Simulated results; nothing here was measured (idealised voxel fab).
process module | voxel self aligned vias
cross-section cut | 285 nm wide | cells 5 nm
A cross-section is a grid of square cells, given in bands from the top down. A band is one or more rows of cells.
Each band's line starts with the height of the band's top and of its bottom, in nm. Then come its materials from left to right, each with its width in nm. One material with "throughout" fills the band from edge to edge. "air" is empty space.
Height 0 is the level under which the wafer as received is all one material. The lowest band goes on downwards, as in "0 down".
A width such as "30 to 40" changes by the same amount from each row of cells to the next, from the band's top row to its bottom row.
"no change" after a step means that no cell of the cross-section changed.
closed voids: empty space of 8 cells or more with no open way to the top, each as width x height at its distance from the left edge, in nm
after a step's settings: what the simulator itself notes on the step
overlay nm, on a step with a mask: how far to the right of its planned place the mask lay; to the left if negative
plan
1 op RECEIVE | material Si
2 op CONFORMAL_DEP | material SiO2 | thk nm 10
3 op CONFORMAL_DEP | material SiCN | thk nm 5
4 op DIRECTIONAL_DEP | material SiO2 | thk nm 30
5 op MASKED_ETCH | tone open | mask id LINES | width nm 25 | pitch nm 60 | etch materials SiO2 | depth nm 30 | overlay nm 0
6 op CONFORMAL_DEP | material TiN | thk nm 5
7 op FILL_DEP | material Ru | thk nm 5
8 op CMP | height nm 45
9 op SELECTIVE_ETCH | etch materials W Ru TiN | depth nm 10
10 op FILL_DEP | material SiN | thk nm 5
11 op CMP | height nm 45
12 op DIRECTIONAL_DEP | material SiO2 | thk nm 20
13 op DIRECTIONAL_DEP | material aC | thk nm 10
14 op PATTERN | tone open | mask id VIAS | material resist | width nm 45 | pitch nm 60 | thk nm 30 | overlay nm 0
15 op DIRECTIONAL_ETCH | etch materials aC | depth nm 10
16 op STRIP | etch materials resist
17 op DIRECTIONAL_ETCH | etch materials SiO2 | depth nm 20
18 op DIRECTIONAL_ETCH | etch materials SiN | depth nm 10
19 op STRIP | etch materials aC
20 op CONFORMAL_DEP | material TiN | thk nm 5
21 op FILL_DEP | material Ru | thk nm 10
22 op CMP | height nm 65
23 op CONFORMAL_DEP | material SiCN | thk nm 5
as received, after step 1
  0 down: Si throughout
  closed voids: none
first wafer at the end, as planned
  70 to 65: SiCN throughout
  65 to 50: SiO2 90 | TiN 5 | Ru 35 | TiN 5 | SiO2 15 | TiN 5 | Ru 35 | TiN 5 | SiO2 90
  50 to 40: SiO2 90 to 100 | TiN 15 to 5 | Ru 15 | TiN 15 to 5 | SiO2 15 to 35 | TiN 15 to 5 | Ru 15 | TiN 15 to 5 | SiO2 90 to 100
  40 to 35: SiO2 100 | TiN 25 | SiO2 35 | TiN 25 | SiO2 100
  35 to 20: SiO2 100 | TiN 5 | Ru 15 | TiN 5 | SiO2 35 | TiN 5 | Ru 15 | TiN 5 | SiO2 100
  20 to 15: SiO2 100 | TiN 25 | SiO2 35 | TiN 25 | SiO2 100
  15 to 10: SiCN throughout
  10 to 0: SiO2 throughout
  0 down: Si throughout
  closed voids: none
second wafer at the end: like start, like plan, one mistake
  70 to 65: SiCN throughout
  65 to 40: SiO2 90 | TiN 5 | Ru 35 | TiN 5 | SiO2 15 | TiN 5 | Ru 35 | TiN 5 | SiO2 90
  40 to 35: SiO2 90 | TiN 45 | SiO2 15 | TiN 45 | SiO2 90
  35 to 25: SiO2 90 | TiN 15 | Ru 15 | TiN 15 | SiO2 15 | TiN 15 | Ru 15 | TiN 15 | SiO2 90
  25 to 20: SiO2 100 | TiN 5 | Ru 15 | TiN 5 | SiO2 35 | TiN 5 | Ru 15 | TiN 5 | SiO2 100
  20 to 15: SiO2 100 | TiN 25 | SiO2 35 | TiN 25 | SiO2 100
  15 to 10: SiCN throughout
  10 to 0: SiO2 throughout
  0 down: Si throughout
  closed voids: none
what went wrong: step 17 was run twice
at the end the second wafer has, in cells: 16 more of Ru | 32 fewer of SiO2 | 16 more of TiN
